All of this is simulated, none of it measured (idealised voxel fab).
process module | voxel released beams
cross-section cut | 280 nm wide | cells 5 nm
A cross-section is a grid of square cells, given in bands from the top down. A band is one or more rows of cells.
Each band's line starts with the height of the band's top and of its bottom, in nm. Then come its materials from left to right, each with its width in nm. One material with "throughout" fills the band from edge to edge. "air" is empty space.
Height 0 is the level under which the wafer as received is all one material. The lowest band goes on downwards, as in "0 down".
A width such as "30 to 40" changes by the same amount from each row of cells to the next, from the band's top row to its bottom row.
"no change" after a step means that no cell of the cross-section changed.
closed voids: empty space of 8 cells or more with no open way to the top, each as width x height at its distance from the left edge, in nm
after a step's settings: what the simulator itself notes on the step
overlay nm, on a step with a mask: how far to the right of its planned place the mask lay; to the left if negative
plan
1 op RECEIVE | material Si
2 op CONFORMAL_DEP | material SiN | thk nm 5
3 op DIRECTIONAL_DEP | material SiO2 | thk nm 20
4 op PATTERN | tone open | mask id ANCHOR | material resist | width nm 30 | thk nm 15 | overlay nm 0
5 op DIRECTIONAL_ETCH | etch materials SiO2 | depth nm 20
6 op STRIP | etch materials resist
7 op CONFORMAL_DEP | material TiN | thk nm 10
8 op DIRECTIONAL_DEP | material aC | thk nm 10
9 op PATTERN | tone cover | mask id BEAM | material resist | width nm 105 | thk nm 30 | overlay nm 0
10 op DIRECTIONAL_ETCH | etch materials aC | depth nm 10
11 op STRIP | etch materials resist
12 op DIRECTIONAL_ETCH | etch materials TiN | depth nm 10
13 op STRIP | etch materials aC
14 op STRIP | etch materials SiO2
as received, after step 1
  0 down: Si throughout
  closed voids: none
first wafer at the end, as planned
  35 to 25: air 85 | TiN 15 | air 10 | TiN 80 | air 90
  25 to 15: air 90 | TiN 10 | air 10 | TiN 10 | air 160
  15 to 5: air 90 | TiN 30 | air 160
  5 to 0: SiN throughout
  0 down: Si throughout
  closed voids: none
second wafer at the end: like start, like plan, one mistake
  40 to 30: air 85 | TiN 105 | air 90
  30 to 25: TiN throughout
  25 to 5: SiO2 90 | TiN 30 | SiO2 160
  5 to 0: SiN throughout
  0 down: Si throughout
  closed voids: none
what went wrong: step 7 ran as: op CONFORMAL_DEP | material TiN | thk nm 15
at the end the second wafer has, in cells: 200 more of SiO2 | 64 more of TiN
